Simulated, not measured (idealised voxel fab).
Proc. module: voxel transistor to metal
FYI the section here is cut, 205 nm wide, cells are 5 nm squares.
Format of a cross-section: grid, square cells. Given as bands. Order: top down. Band: one or more rows of cells. The band entry comprises the height of the band's top followed by the height of its bottom, expressed in nm, and subsequently the band's materials from left to right, each stated together with its width in nm. Where a single material is marked with the word "everywhere", that material fills the band from edge to edge. The word "blank" represents empty space. Heights from 0 (as-received wafer is one material below). Bottom band endless downward, as "0..down". Top row gets the first number, bottom row gets the second, and each row in between changes by the same step: that is how a band width like "30->40" works. It should be understood that the words "nothing changed", when stated for a given step, signify that the cross-section underwent no change in any of its cells during that step. What "Sealed void listing" gives you is every empty space of 8 cells or more that is cut off from the top. Each appears as width x height at distance, with the distance taken from the left edge and width, height and distance all in nm. Past the settings on a step's line: simulator remark, on that step. You can add "overlay nm" to a step's line. For a step with a mask, it describes how far the mask lay to the right of its planned position, and a negative number describes a lay to the left.
Process steps - plan:
1: op RECEIVE | material Si
2: op CONFORMAL_DEP | material SiO2 | thk nm 5
3: op CONFORMAL_DEP | material SiN | thk nm 15
4: op DIRECTIONAL_DEP | material aC | thk nm 10
5: op PATTERN | tone cover | mask id ACTIVE | material resist | width nm 120 | thk nm 30 | overlay nm 0
6: op DIRECTIONAL_ETCH | etch materials aC | depth nm 10
7: op STRIP | etch materials resist
8: op DIRECTIONAL_ETCH | etch materials SiN | depth nm 15
9: op DIRECTIONAL_ETCH | etch materials SiO2 | depth nm 5
10: op DIRECTIONAL_ETCH | etch materials Si | depth nm 30
11: op STRIP | etch materials aC
12: op FILL_DEP | material SiO2 | thk nm 5
13: op CMP | height nm 20
14: op SELECTIVE_ETCH | etch materials SiO2 | depth nm 15
15: op STRIP | etch materials SiN
16: op SELECTIVE_ETCH | etch materials SiO2 | depth nm 5
17: op OXIDIZE | depth nm 5
18: op DIRECTIONAL_DEP | material polySi | thk nm 30
19: op DIRECTIONAL_DEP | material SiCN | thk nm 15
20: op DIRECTIONAL_DEP | material aC | thk nm 10
21: op PATTERN | tone cover | mask id GATE | material resist | width nm 20 | thk nm 30 | overlay nm 0
22: op DIRECTIONAL_ETCH | etch materials aC | depth nm 10
23: op STRIP | etch materials resist
24: op DIRECTIONAL_ETCH | etch materials SiCN | depth nm 25
25: op DIRECTIONAL_ETCH | etch materials polySi | depth nm 40
26: op STRIP | etch materials aC
27: op CONFORMAL_DEP | material SiN | thk nm 10
28: op DIRECTIONAL_ETCH | etch materials SiN | depth nm 10
29: op DIRECTIONAL_ETCH | etch materials SiO2 | depth nm 5
30: op EPI | material nSi | thk nm 5
31: op FILL_DEP | material SiO2 | thk nm 5
32: op CMP | height nm 45
33: op DIRECTIONAL_DEP | material SiO2 | thk nm 15
34: op PATTERN | tone open | mask id CONTACT | material resist | width nm 20 | pitch nm 80 | thk nm 15 | overlay nm 0
35: op DIRECTIONAL_ETCH | etch materials SiO2 | depth nm 60
36: op STRIP | etch materials resist
37: op CONFORMAL_DEP | material TiN | thk nm 5
38: op FILL_DEP | material W | thk nm 5
39: op CMP | height nm 60
40: op DIRECTIONAL_DEP | material TiN | thk nm 5
41: op DIRECTIONAL_DEP | material Ru | thk nm 15
42: op MASKED_ETCH | tone cover | mask id METAL_1 | width nm 20 | pitch nm 80 | etch materials Ru | depth nm 15 | overlay nm 0
43: op MASKED_ETCH | tone cover | mask id METAL_1 | width nm 20 | pitch nm 80 | etch materials TiN | depth nm 5 | overlay nm 0
44: op FILL_DEP | material SiO2 | thk nm 5
45: op CMP | height nm 80
46: op CONFORMAL_DEP | material SiCN | thk nm 5
47: op DIRECTIONAL_DEP | material lowk | thk nm 25
48: op PATTERN | tone open | mask id METAL_2_HOLES | material resist | width nm 15 | pitch nm 80 | thk nm 20 | overlay nm 0
49: op DIRECTIONAL_ETCH | etch materials lowk | depth nm 25
50: op STRIP | etch materials resist
51: op MASKED_ETCH | tone open | mask id METAL_2 | width nm 20 | pitch nm 80 | etch materials lowk | depth nm 15 | overlay nm 0
52: op MASKED_ETCH | tone open | mask id METAL_2 | width nm 20 | pitch nm 80 | etch materials SiCN | depth nm 5 | overlay nm 0
53: op CONFORMAL_DEP | material TiN | thk nm 5
54: op FILL_DEP | material Cu | thk nm 10
55: op CMP | height nm 110
56: op CONFORMAL_DEP | material SiN | thk nm 5
Wafer as received: cross-section following step 1:
    0..down  Si everywhere
    Sealed void listing: none
A wafer at the end: this start, this plan, one mistake:
    115..110  SiN everywhere
    110..100  50 lowk, 5 TiN, 10 Cu, 5 TiN, 60 lowk, 5 TiN, 10 Cu, 5 TiN, 55 lowk
    100..95  50 lowk, 5 TiN, 5 Cu, 10 TiN, 60 lowk, 5 TiN, 5 Cu, 10 TiN, 55 lowk
    95..85  50 lowk, 5 TiN, 5 Cu, 5 TiN, 65 lowk, 5 TiN, 5 Cu, 5 TiN, 60 lowk
    85..80  50 SiCN, 15 TiN, 65 SiCN, 15 TiN, 60 SiCN
    80..75  50 SiO2, 20 TiN, 60 SiO2, 20 TiN, 55 SiO2
    75..60  Ru everywhere
    60..45  50 SiO2, 5 TiN, 10 W, 5 TiN, 60 SiO2, 5 TiN, 10 W, 5 TiN, 55 SiO2
    45..30  50 SiO2, 5 TiN, 10 W, 5 TiN, 10 SiO2, 10 SiN, 20 SiCN, 10 SiN, 10 SiO2, 5 TiN, 10 W, 5 TiN, 55 SiO2
    30..5  50 SiO2, 5 TiN, 10 W, 5 TiN, 10 SiO2, 10 SiN, 20 polySi, 10 SiN, 10 SiO2, 5 TiN, 10 W, 5 TiN, 55 SiO2
    5..0  50 SiO2, 20 TiN, 10 SiO2, 10 SiN, 20 polySi, 10 SiN, 10 SiO2, 20 TiN, 55 SiO2
    0..-5  35 SiO2, 45 nSi, 40 SiO2, 45 nSi, 40 SiO2
    -5..-30  40 SiO2, 120 Si, 45 SiO2
    -30..down  Si everywhere
    Sealed void listing: none
In executing the process, a mistake was made relative to the plan: it was found that steps 40 and 41 of the process plan had been performed in exchanged positions
